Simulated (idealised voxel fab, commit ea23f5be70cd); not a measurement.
The process module that follows is named voxel wiring stack.
This is section cut - it's 220 nm across, gridded in 5 nm square cells.
The cross-sections in this document take the form of a grid made of square cells. They are written out as bands, in order from top to bottom. Each band consists of one or more rows of cells.
Top, bottom (nm), then materials left to right with widths (nm); lone material tagged "full width" fills the whole band edge to edge; "air" = empty space.
Zero point of the height axis is 0; under it, received wafer = one material. Lowest band: continues down indefinitely, "0 down".
The notation "30..40" denotes a width that varies across the rows of cells in the band, beginning at the first number in the top row, finishing at the second number in the bottom row, and changing by an identical amount from each row to the next.
"no modifications" for a step: no cell of the cross-section changed in that step.
Each empty space that has no open way to the top and spans at least 8 cells appears under "Enclosed void inventory" as width x height at distance, the distance counted from the left edge, all in nm.
That trailing text on a step's line, after the settings, is the simulator's own remark on the step.
overlay nm, on a step with a mask: how far to the right of its planned place the mask lay; to the left if negative

Steps in the process plan:
1 RECEIVE: material Si
2 CONFORMAL_DEP: material SiO2, thk nm 15
3 CONFORMAL_DEP: material SiN, thk nm 5
4 DIRECTIONAL_DEP: material SiO2, thk nm 15
5 DIRECTIONAL_DEP: material aC, thk nm 15
6 PATTERN: tone open, mask id METAL_1, material resist, width nm 30, pitch nm 45, thk nm 30, overlay nm 0
7 DIRECTIONAL_ETCH: etch materials aC, depth nm 15
8 STRIP: etch materials resist
9 DIRECTIONAL_ETCH: etch materials SiO2, depth nm 15
10 DIRECTIONAL_ETCH: etch materials SiN, depth nm 5
11 STRIP: etch materials aC
12 CONFORMAL_DEP: material TiN, thk nm 5
13 FILL_DEP: material Cu, thk nm 5
14 CMP: height nm 35
15 EPI: material Ru, thk nm 5
16 FILL_DEP: material SiCN, thk nm 5
17 DIRECTIONAL_DEP: material SiO2, thk nm 30
18 DIRECTIONAL_DEP: material aC, thk nm 10
19 PATTERN: tone open, mask id METAL_2, material resist, width nm 30, pitch nm 45, thk nm 25, overlay nm 0
20 DIRECTIONAL_ETCH: etch materials aC, depth nm 10
21 STRIP: etch materials resist
22 DIRECTIONAL_ETCH: etch materials SiO2, depth nm 20
23 STRIP: etch materials aC
24 DIRECTIONAL_DEP: material aC, thk nm 10
25 PATTERN: tone open, mask id METAL_2_HOLES, material resist, width nm 15, pitch nm 45, thk nm 30, overlay nm 0
26 DIRECTIONAL_ETCH: etch materials aC, depth nm 10
27 STRIP: etch materials resist
28 DIRECTIONAL_ETCH: etch materials SiO2, depth nm 10
29 DIRECTIONAL_ETCH: etch materials SiCN, depth nm 5
30 STRIP: etch materials aC
31 CONFORMAL_DEP: material TiN, thk nm 5
32 FILL_DEP: material Cu, thk nm 5
33 CMP: height nm 75
34 CONFORMAL_DEP: material SiCN, thk nm 5
35 DIRECTIONAL_DEP: material lowk, thk nm 30
36 DIRECTIONAL_DEP: material aC, thk nm 10
37 PATTERN: tone open, mask id METAL_3_HOLES, material resist, width nm 15, pitch nm 90, thk nm 25, overlay nm 0
38 DIRECTIONAL_ETCH: etch materials aC, depth nm 10
39 STRIP: etch materials resist
40 DIRECTIONAL_ETCH: etch materials lowk, depth nm 30
41 STRIP: etch materials aC
42 PATTERN: tone open, mask id METAL_3, material resist, width nm 30, pitch nm 45, thk nm 20, overlay nm 0
43 DIRECTIONAL_ETCH: etch materials lowk, depth nm 20
44 DIRECTIONAL_ETCH: etch materials SiCN, depth nm 5
45 STRIP: etch materials resist
46 CONFORMAL_DEP: material TiN, thk nm 5
47 FILL_DEP: material Ru, thk nm 5
48 CMP: height nm 110
49 CONFORMAL_DEP: material SiCN, thk nm 5
50 DIRECTIONAL_DEP: material lowk, thk nm 15
51 DIRECTIONAL_DEP: material aC, thk nm 15
52 PATTERN: tone open, mask id PLUG_3, material resist, width nm 15, pitch nm 45, thk nm 30, overlay nm 0
53 DIRECTIONAL_ETCH: etch materials aC, depth nm 15
54 STRIP: etch materials resist
55 DIRECTIONAL_ETCH: etch materials lowk, depth nm 15
56 DIRECTIONAL_ETCH: etch materials SiCN, depth nm 5
57 STRIP: etch materials aC
58 CONFORMAL_DEP: material TiN, thk nm 5
59 FILL_DEP: material W, thk nm 5
60 CMP: height nm 130
61 DIRECTIONAL_DEP: material TiN, thk nm 5
62 DIRECTIONAL_DEP: material W, thk nm 25
63 PATTERN: tone cover, mask id METAL_4, material resist, width nm 30, pitch nm 45, thk nm 15, overlay nm 0
64 DIRECTIONAL_ETCH: etch materials W, depth nm 25
65 DIRECTIONAL_ETCH: etch materials TiN, depth nm 5
66 STRIP: etch materials resist
67 FILL_DEP: material SiO2, thk nm 10
68 CMP: height nm 160
69 CONFORMAL_DEP: material SiN, thk nm 5

Shown in cross-section is the wafer as received, that is, as it stands after step 1:
    0 down | Si full width
    Enclosed void inventory: none

Here's the wafer cut in cross-section after the module, started and planned just like above, except one thing was done wrong in the run:
    165 to 160 | SiN full width
    160 to 135 | 25 SiO2  30 W  15 SiO2  30 W  15 SiO2  30 W  15 SiO2  30 W  30 SiO2
    135 to 130 | 25 SiO2  30 TiN  15 SiO2  30 TiN  15 SiO2  30 TiN  15 SiO2  30 TiN  30 SiO2
    130 to 115 | 25 lowk  5 TiN  5 W  5 TiN  30 lowk  5 TiN  5 W  5 TiN  30 lowk  5 TiN  5 W  5 TiN  30 lowk  5 TiN  5 W  5 TiN  45 lowk
    115 to 110 | 25 SiCN  15 TiN  30 SiCN  15 TiN  30 SiCN  15 TiN  30 SiCN  15 TiN  45 SiCN
    110 to 95 | 25 lowk  5 TiN  25 Ru  5 TiN  15 lowk  5 TiN  20 Ru  5 TiN  10 lowk  5 TiN  25 Ru  5 TiN  15 lowk  5 TiN  20 Ru  5 TiN  25 lowk
    95 to 90 | 25 lowk  5 TiN  5 Ru  25 TiN  15 lowk  30 TiN  10 lowk  5 TiN  5 Ru  25 TiN  15 lowk  30 TiN  25 lowk
    90 to 85 | 25 lowk  5 TiN  5 Ru  5 TiN  75 lowk  5 TiN  5 Ru  5 TiN  90 lowk
    85 to 80 | 25 lowk  15 TiN  75 lowk  15 TiN  90 lowk
    80 to 75 | 30 SiCN  10 TiN  80 SiCN  10 TiN  90 SiCN
    75 to 60 | 25 SiO2  5 TiN  20 Cu  5 TiN  15 SiO2  5 TiN  20 Cu  5 TiN  15 SiO2  5 TiN  20 Cu  5 TiN  15 SiO2  5 TiN  20 Cu  5 TiN  30 SiO2
    60 to 55 | 25 SiO2  5 TiN  5 Cu  20 TiN  15 SiO2  5 TiN  5 Cu  20 TiN  15 SiO2  5 TiN  5 Cu  20 TiN  15 SiO2  5 TiN  5 Cu  20 TiN  30 SiO2
    55 to 45 | 25 SiO2  5 TiN  5 Cu  5 TiN  30 SiO2  5 TiN  5 Cu  5 TiN  30 SiO2  5 TiN  5 Cu  5 TiN  30 SiO2  5 TiN  5 Cu  5 TiN  45 SiO2
    45 to 40 | 25 SiCN  15 TiN  30 SiCN  15 TiN  30 SiCN  15 TiN  30 SiCN  15 TiN  45 SiCN
    40 to 35 | 20 SiCN  40 Ru  5 SiCN  40 Ru  5 SiCN  40 Ru  5 SiCN  40 Ru  25 SiCN
    35 to 20 | 25 SiO2  5 TiN  20 Cu  5 TiN  15 SiO2  5 TiN  20 Cu  5 TiN  15 SiO2  5 TiN  20 Cu  5 TiN  15 SiO2  5 TiN  20 Cu  5 TiN  30 SiO2
    20 to 15 | 25 SiN  30 TiN  15 SiN  30 TiN  15 SiN  30 TiN  15 SiN  30 TiN  30 SiN
    15 to 0 | SiO2 full width
    0 down | Si full width
    Enclosed void inventory: none
Short version of what went wrong: step 42: run off-plan, actual operation and settings PATTERN: tone open, mask id METAL_3, material resist, width nm 30, pitch nm 45, thk nm 20, overlay nm 5
